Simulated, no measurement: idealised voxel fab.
The following is a process module called voxel self aligned vias.
The width of the displayed cross-section, cut, is 180 nm; its cells are square, with a size of 5 nm.
In what follows, cross-sections appear as grids of square cells, described through bands that run from the top down, where every band is one or more rows of cells. Top height, bottom height, nm. Materials left to right, width each, nm. Single material + "everywhere" = fills band edge to edge. "air" = empty. All heights in this document are referenced to 0, defined as the level beneath which the wafer, as received, consists entirely of one material. The lowest band is not bounded below; it extends indefinitely downward and is written in the form "from 0 down". Quick explanation for "30..40": the width changes in equal steps down the rows of cells, from the first number in the band's top row to the second number in its bottom row. "no alterations made" for a step: no cell of the cross-section changed in that step. Each empty space that has no open way to the top and spans at least 8 cells appears under "Enclosed void list" as width x height at distance, the distance counted from the left edge, all in nm. Formally, on a step line, whatever follows the settings is a remark that the simulator itself makes on the step. overlay nm: on a step with a mask, how far right of its planned place the mask lay; negative means left.
Planned process steps:
1 RECEIVE,material Si
2 CONFORMAL_DEP,material SiO2,thk nm 10
3 CONFORMAL_DEP,material SiCN,thk nm 5
4 DIRECTIONAL_DEP,material SiO2,thk nm 25
5 PATTERN,tone open,mask id LINES,material resist,width nm 30,pitch nm 55,thk nm 20,overlay nm 0
6 DIRECTIONAL_ETCH,etch materials SiO2,depth nm 25
7 STRIP,etch materials resist
8 CONFORMAL_DEP,material TiN,thk nm 5
9 FILL_DEP,material W,thk nm 10
10 CMP,height nm 40
11 SELECTIVE_ETCH,etch materials W Ru TiN,depth nm 10
12 FILL_DEP,material SiN,thk nm 5
13 CMP,height nm 40
14 DIRECTIONAL_DEP,material SiO2,thk nm 20
15 PATTERN,tone open,mask id VIAS,material resist,width nm 40,pitch nm 55,thk nm 20,overlay nm 0
16 DIRECTIONAL_ETCH,etch materials SiO2,depth nm 20
17 DIRECTIONAL_ETCH,etch materials SiN,depth nm 10
18 STRIP,etch materials resist
19 CONFORMAL_DEP,material TiN,thk nm 5
20 FILL_DEP,material Cu,thk nm 5
21 CMP,height nm 60
22 CONFORMAL_DEP,material SiN,thk nm 5
Wafer cross-section on receipt, i.e. after step 1:
    from 0 down  Si everywhere
    Enclosed void list: none
Cross-section taken at module completion on the first of two wafers; processed per the plan:
    from 65 to 60  SiN everywhere
    from 60 to 45  40 nm SiO2 / 5 nm TiN / 30 nm Cu / 5 nm TiN / 15 nm SiO2 / 5 nm TiN / 30 nm Cu / 5 nm TiN / 45 nm SiO2
    from 45 to 35  40..45 nm SiO2 / 10..5 nm TiN / 20 nm Cu / 10..5 nm TiN / 15..25 nm SiO2 / 10..5 nm TiN / 20 nm Cu / 10..5 nm TiN / 45..50 nm SiO2
    from 35 to 30  45 nm SiO2 / 30 nm TiN / 25 nm SiO2 / 30 nm TiN / 50 nm SiO2
    from 30 to 20  45 nm SiO2 / 5 nm TiN / 20 nm W / 5 nm TiN / 25 nm SiO2 / 5 nm TiN / 20 nm W / 5 nm TiN / 50 nm SiO2
    from 20 to 15  45 nm SiO2 / 30 nm TiN / 25 nm SiO2 / 30 nm TiN / 50 nm SiO2
    from 15 to 10  SiCN everywhere
    from 10 to 0  SiO2 everywhere
    from 0 down  Si everywhere
    Enclosed void list: none
Cross-sectional view of the second of two wafers upon completion of the module. This wafer shared its starting condition and process plan with the first; one error was made during its execution:
    from 65 to 60  SiN everywhere
    from 60 to 45  40 nm SiO2 / 5 nm TiN / 30 nm Cu / 5 nm TiN / 15 nm SiO2 / 5 nm TiN / 30 nm Cu / 5 nm TiN / 45 nm SiO2
    from 45 to 40  40 nm SiO2 / 40 nm TiN / 15 nm SiO2 / 40 nm TiN / 45 nm SiO2
    from 40 to 30  40 nm SiN / 5 nm TiN / 30 nm SiO2 / 5 nm TiN / 15 nm SiN / 5 nm TiN / 30 nm SiO2 / 5 nm TiN / 45 nm SiN
    from 30 to 20  40 nm W / 5 nm TiN / 30 nm SiO2 / 5 nm TiN / 15 nm W / 5 nm TiN / 30 nm SiO2 / 5 nm TiN / 45 nm W
    from 20 to 15  45 nm TiN / 30 nm SiO2 / 25 nm TiN / 30 nm SiO2 / 50 nm TiN
    from 15 to 10  SiCN everywhere
    from 10 to 0  SiO2 everywhere
    from 0 down  Si everywhere
    Enclosed void list: none
What went wrong in running the wafer? so step 5 ended up running with a different setting than we planned, it ran as PATTERN,tone cover,mask id LINES,material resist,width nm 30,pitch nm 55,thk nm 20,overlay nm 0
The second wafer ends with more or fewer cells of some materials than the first, per final count: Cu -16, SiN +40, SiO2 -60, TiN +12, W +24
